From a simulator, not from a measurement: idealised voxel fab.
The name of this process module is voxel double patterning.
FYI the section here is cut, 165 nm wide, cells are 5 nm squares.
The cross-sections in this document take the form of a grid made of square cells. They are written out as bands, in order from top to bottom. Each band consists of one or more rows of cells. Basically the band line says how high the top is and how high the bottom is, in nm, and then what's in it from left to right, every material with its width in nm. Empty space shows up as "air", and if a single material carries "all across" it runs the full band edge to edge. Convention: height 0 is the level below which the wafer, as received, is all one material. The lowest band does not terminate at the bottom but continues downward, represented as "from 0 down". A two-number width, for instance "30->40", indicates that the width is equal to the first number in the top row of the band and to the second number in the bottom row, and that it changes by a constant amount per row of cells. A step reported as "no change occurred" is a step in which no cell of the cross-section changed. What "Closed internal cavities" gives you is every empty space of 8 cells or more that is cut off from the top. Each appears as width x height at distance, with the distance taken from the left edge and width, height and distance all in nm. Formally, on a step line, whatever follows the settings is a remark that the simulator itself makes on the step. You can add "overlay nm" to a step's line. For a step with a mask, it describes how far the mask lay to the right of its planned position, and a negative number describes a lay to the left.
[Here's what the planned process steps look like]
| 1 | RECEIVE | material Si |
| 2 | CONFORMAL_DEP | material SiN | thk nm 5 |
| 3 | DIRECTIONAL_DEP | material SiO2 | thk nm 15 |
| 4 | DIRECTIONAL_DEP | material SiCN | thk nm 5 |
| 5 | DIRECTIONAL_DEP | material aC | thk nm 15 |
| 6 | PATTERN | tone open | mask id FIRST | material resist | width nm 15 | pitch nm 50 | thk nm 35 | overlay nm -15 |
| 7 | DIRECTIONAL_ETCH | etch materials aC | depth nm 15 |
| 8 | STRIP | etch materials resist |
| 9 | DIRECTIONAL_ETCH | etch materials SiCN | depth nm 5 |
| 10 | STRIP | etch materials aC |
| 11 | DIRECTIONAL_DEP | material aC | thk nm 15 |
| 12 | PATTERN | tone open | mask id SECOND | material resist | width nm 15 | thk nm 35 | overlay nm 0 |
| 13 | DIRECTIONAL_ETCH | etch materials aC | depth nm 15 |
| 14 | STRIP | etch materials resist |
| 15 | DIRECTIONAL_ETCH | etch materials SiCN | depth nm 5 |
| 16 | STRIP | etch materials aC |
| 17 | DIRECTIONAL_ETCH | etch materials SiO2 | depth nm 15 |
| 18 | STRIP | etch materials SiCN |
Don't read the plan's overlay nm for step 6 as applying to every wafer: that's the first wafer's value, and the wafers differ in it, though they all start identical.
[The as-received cross-section of the first of several wafers corresponds to the state after step 1]
from 0 down  Si all across
Closed internal cavities: none
[End of the module, past its last step, step 18: how the first of several wafers looks in cross-section]
from 20 to 5  35 SiO2 | 15 air | 25 SiO2 | 25 air | 65 SiO2
from 5 to 0  SiN all across
from 0 down  Si all across
Closed internal cavities: none
[Here's the last wafer cross-sectioned at the end of the module]
from 20 to 5  65 SiO2 | 25 air | 25 SiO2 | 15 air | 35 SiO2
from 5 to 0  SiN all across
from 0 down  Si all across
Closed internal cavities: none
[Wafer rows, end of module: cells per material gained (+) or lost (-) since receipt; closed voids last]
overlay nm -15, +33 SiN, +75 SiO2, Closed internal cavities: none
overlay nm -10, +33 SiN, +72 SiO2, Closed internal cavities: none
overlay nm -5, +33 SiN, +72 SiO2, Closed internal cavities: none
overlay nm 0, +33 SiN, +72 SiO2, Closed internal cavities: none
overlay nm 5, +33 SiN, +72 SiO2, Closed internal cavities: none
overlay nm 10, +33 SiN, +72 SiO2, Closed internal cavities: none
overlay nm 15, +33 SiN, +75 SiO2, Closed internal cavities: none
